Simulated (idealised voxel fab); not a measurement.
process module | voxel wiring stack
cross-section cut | 280 nm wide | cells 5 nm
A cross-section is a grid of square cells, given in bands from the top down. A band is one or more rows of cells.
Each band's line starts with the height of the band's top and of its bottom, in nm. Then come its materials from left to right, each with its width in nm. One material with "throughout" fills the band from edge to edge. "air" is empty space.
Height 0 is the level under which the wafer as received is all one material. The lowest band goes on downwards, as in "0 down".
A width such as "30 to 40" changes by the same amount from each row of cells to the next, from the band's top row to its bottom row.
"no change" after a step means that no cell of the cross-section changed.
closed voids: empty space of 8 cells or more with no open way to the top, each as width x height at its distance from the left edge, in nm
after a step's settings: what the simulator itself notes on the step
overlay nm, on a step with a mask: how far to the right of its planned place the mask lay; to the left if negative
plan
1 op RECEIVE | material Si
2 op CONFORMAL_DEP | material SiO2 | thk nm 15
3 op CONFORMAL_DEP | material SiN | thk nm 5
4 op DIRECTIONAL_DEP | material lowk | thk nm 15
5 op DIRECTIONAL_DEP | material aC | thk nm 15
6 op PATTERN | tone open | mask id METAL_1 | material resist | width nm 25 | pitch nm 55 | thk nm 35 | overlay nm 0
7 op DIRECTIONAL_ETCH | etch materials aC | depth nm 15
8 op STRIP | etch materials resist
9 op DIRECTIONAL_ETCH | etch materials lowk | depth nm 15
10 op DIRECTIONAL_ETCH | etch materials SiN | depth nm 5
11 op STRIP | etch materials aC
12 op CONFORMAL_DEP | material TiN | thk nm 5
13 op FILL_DEP | material Cu | thk nm 10
14 op CMP | height nm 35
15 op EPI | material Ru | thk nm 5
16 op FILL_DEP | material SiCN | thk nm 5
17 op DIRECTIONAL_DEP | material SiO2 | thk nm 25
18 op MASKED_ETCH | tone open | mask id METAL_2 | width nm 25 | pitch nm 55 | etch materials SiO2 | depth nm 15 | overlay nm 0
19 op PATTERN | tone open | mask id METAL_2_HOLES | material resist | width nm 15 | thk nm 20 | overlay nm 0
20 op DIRECTIONAL_ETCH | etch materials SiO2 | depth nm 10
21 op DIRECTIONAL_ETCH | etch materials SiCN | depth nm 5
22 op STRIP | etch materials resist
23 op CONFORMAL_DEP | material TiN | thk nm 5
24 op FILL_DEP | material Cu | thk nm 5
25 op CMP | height nm 70
26 op CONFORMAL_DEP | material SiCN | thk nm 5
27 op DIRECTIONAL_DEP | material SiO2 | thk nm 30
28 op PATTERN | tone open | mask id METAL_3 | material resist | width nm 25 | pitch nm 55 | thk nm 15 | overlay nm 0
29 op DIRECTIONAL_ETCH | etch materials SiO2 | depth nm 15
30 op STRIP | etch materials resist
31 op PATTERN | tone open | mask id METAL_3_HOLES | material resist | width nm 15 | pitch nm 55 | thk nm 15 | overlay nm 0
32 op DIRECTIONAL_ETCH | etch materials SiO2 | depth nm 15
33 op DIRECTIONAL_ETCH | etch materials SiCN | depth nm 5
34 op STRIP | etch materials resist
35 op CONFORMAL_DEP | material TiN | thk nm 5
36 op FILL_DEP | material Ru | thk nm 10
37 op CMP | height nm 105
38 op CONFORMAL_DEP | material SiCN | thk nm 5
as received, after step 1
  0 down: Si throughout
  closed voids: none
a wafer at the end: this start, this plan, one mistake
  110 to 105: SiCN throughout
  105 to 95: SiO2 100 | TiN 5 | Ru 15 | TiN 5 | SiO2 30 | TiN 5 | Ru 15 | TiN 5 | SiO2 100
  95 to 90: SiO2 100 | TiN 5 | Ru 5 | TiN 15 | SiO2 30 | TiN 5 | Ru 5 | TiN 15 | SiO2 100
  90 to 75: SiO2 100 | TiN 5 | Ru 5 | TiN 5 | SiO2 40 | TiN 5 | Ru 5 | TiN 5 | SiO2 110
  75 to 70: SiCN 100 | TiN 15 | SiCN 40 | TiN 15 | SiCN 110
  70 to 60: SiO2 100 | TiN 5 | Cu 15 | TiN 5 | SiO2 30 | TiN 5 | Cu 15 | TiN 5 | SiO2 100
  60 to 55: SiO2 100 | TiN 5 | Cu 5 | TiN 15 | SiO2 30 | TiN 25 | SiO2 100
  55 to 45: SiO2 100 | TiN 5 | Cu 5 | TiN 5 | SiO2 165
  45 to 40: SiCN 100 | TiN 15 | SiCN 165
  40 to 35: SiCN 85 | Ru 35 | SiCN 20 | Ru 35 | SiCN 105
  35 to 20: lowk 90 | TiN 5 | Cu 15 | TiN 5 | lowk 30 | TiN 5 | Cu 15 | TiN 5 | lowk 110
  20 to 15: SiN 90 | TiN 25 | SiN 30 | TiN 25 | SiN 110
  15 to 0: SiO2 throughout
  0 down: Si throughout
  closed voids: none
what went wrong: step 6 ran as: op PATTERN | tone open | mask id METAL_1 | material resist | width nm 25 | pitch nm 55 | thk nm 35 | overlay nm -10
